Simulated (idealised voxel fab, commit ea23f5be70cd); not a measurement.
Process module, titled voxel double patterning
The figure presents cross-section cut, which has a width of 155 nm and is divided into square cells with an edge length of 5 nm.
How to read a cross-section here: the picture is a grid of square cells, written as bands going from the top down, and any band can span one or more rows of cells. This entry defines a band. It first specifies the height of the band's top and the height of its bottom in nm, and then specifies the band's materials from left to right, stating each material with its width in nm. The word "edge to edge" identifies a single material that fills the band from edge to edge, while the word "empty" identifies empty space. The level at which height equals 0 is the one under which the wafer, as it arrives, is entirely one material. No lower edge exists for the bottom band, which continues downward and is notated as in "0 and below". Per-row width for "30 to 40": begins at first number (top row of band), ends at second number (bottom row), increment between rows held constant. "same as before" after a step means that no cell of the cross-section changed. "Closed internal voids" lists enclosed empty spaces (at least 8 cells, no open path upward to the top), each as width x height at distance from the left edge, in nm. Note: text after step settings on the step line = simulator remark on that step. For masked steps, "overlay nm" on the step line gives how far right of plan the mask actually lay; a minus sign means it lay to the left.

Process steps foreseen in the plan:
step 1: op RECEIVE | material Si
step 2: op CONFORMAL_DEP | material SiO2 | thk nm 10
step 3: op DIRECTIONAL_DEP | material polySi | thk nm 15
step 4: op DIRECTIONAL_DEP | material SiCN | thk nm 10
step 5: op MASKED_ETCH | tone open | mask id FIRST | width nm 15 | pitch nm 50 | etch materials SiCN | depth nm 10 | overlay nm 0
step 6: op MASKED_ETCH | tone open | mask id SECOND | width nm 15 | pitch nm 50 | etch materials SiCN | depth nm 10 | overlay nm 0
step 7: op DIRECTIONAL_ETCH | etch materials polySi | depth nm 15
step 8: op STRIP | etch materials SiCN

Here's what the wafer looked like in cross-section when it arrived - that's after step 1:
0 and below | Si edge to edge
Closed internal voids: none

The following cross-section depicts the wafer upon conclusion of the module. Processing commenced from the starting condition illustrated above and adhered to the plan illustrated above, save for one mistake in execution:
25 down to 15 | SiO2 edge to edge
15 down to 0 | polySi edge to edge
0 and below | Si edge to edge
Closed internal voids: none
Here's what went sideways: deviation from plan: step 3 and step 2 executed in one another's positions
